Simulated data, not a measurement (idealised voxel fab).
Process module under the name voxel released beams
It is cross-section cut that appears here, measuring 145 nm in width, its square cells being 5 nm in size.
A cross-section in this document is a grid of square cells, and it is written down as bands, the top band listed before the ones below it; a band is made up of one or more rows of cells. Within each band entry, the heights of the top and of the bottom of the band appear first, in that order and in nm; the materials of the band then follow from left to right, each with its corresponding width in nm. The designation "edge to edge" on a single material indicates that it fills the band from edge to edge; the designation "empty" indicates empty space. The reference from which all heights are counted is 0, the level beneath which the as-received wafer is entirely one material; the lowest band, having no lower bound, proceeds downward and is written after the example "0 nm and below". Per-row width for "30..40": begins at first number (top row of band), ends at second number (bottom row), increment between rows held constant. Step note "stayed the same" = no cross-section cell changed. "Voids, sealed": sealed empty spaces, 8 cells or more, no open way to top, listed width x height at distance, with distance from the left edge and width, height and distance in nm. Step line, after settings: the simulator's comment on this step. "overlay nm" on a masked step: distance the mask lay right of its planned place, negative for left.
THIS SECTION LISTS THE PROCESS STEPS THAT WERE PLANNED
1: RECEIVE,material Si
2: CONFORMAL_DEP,material Al2O3,thk nm 10
3: DIRECTIONAL_DEP,material SiO2,thk nm 20
4: DIRECTIONAL_DEP,material aC,thk nm 15
5: PATTERN,tone open,mask id ANCHOR,material resist,width nm 25,thk nm 30,overlay nm 0
6: DIRECTIONAL_ETCH,etch materials aC,depth nm 15
7: STRIP,etch materials resist
8: DIRECTIONAL_ETCH,etch materials SiO2,depth nm 20
9: STRIP,etch materials aC
10: CONFORMAL_DEP,material SiN,thk nm 10
11: PATTERN,tone cover,mask id BEAM,material resist,width nm 80,thk nm 15,overlay nm 0
12: DIRECTIONAL_ETCH,etch materials SiN,depth nm 10
13: STRIP,etch materials resist
14: STRIP,etch materials SiO2
AS-RECEIVED WAFER CROSS-SECTION (AFTER STEP 1)
* 0 nm and below  Si edge to edge
* Voids, sealed: none
END STATE OF THE MODULE IN CROSS-SECTION, GIVEN THE ABOVE STARTING POINT AND PLAN AND ONE MISTAKE IN EXECUTION
* 40 nm to 30 nm  empty: 30; SiN: 20; empty: 5; SiN: 55; empty: 35
* 30 nm to 20 nm  empty: 40; SiN: 10; empty: 5; SiN: 10; empty: 80
* 20 nm to 10 nm  empty: 40; SiN: 25; empty: 80
* 10 nm to 0 nm  Al2O3 edge to edge
* 0 nm and below  Si edge to edge
* Voids, sealed: none
It is concluded that the wafer was processed incorrectly with respect to the plan, in that step 5 changed vs plan, executed as PATTERN,tone open,mask id ANCHOR,material resist,width nm 25,thk nm 30,overlay nm 5
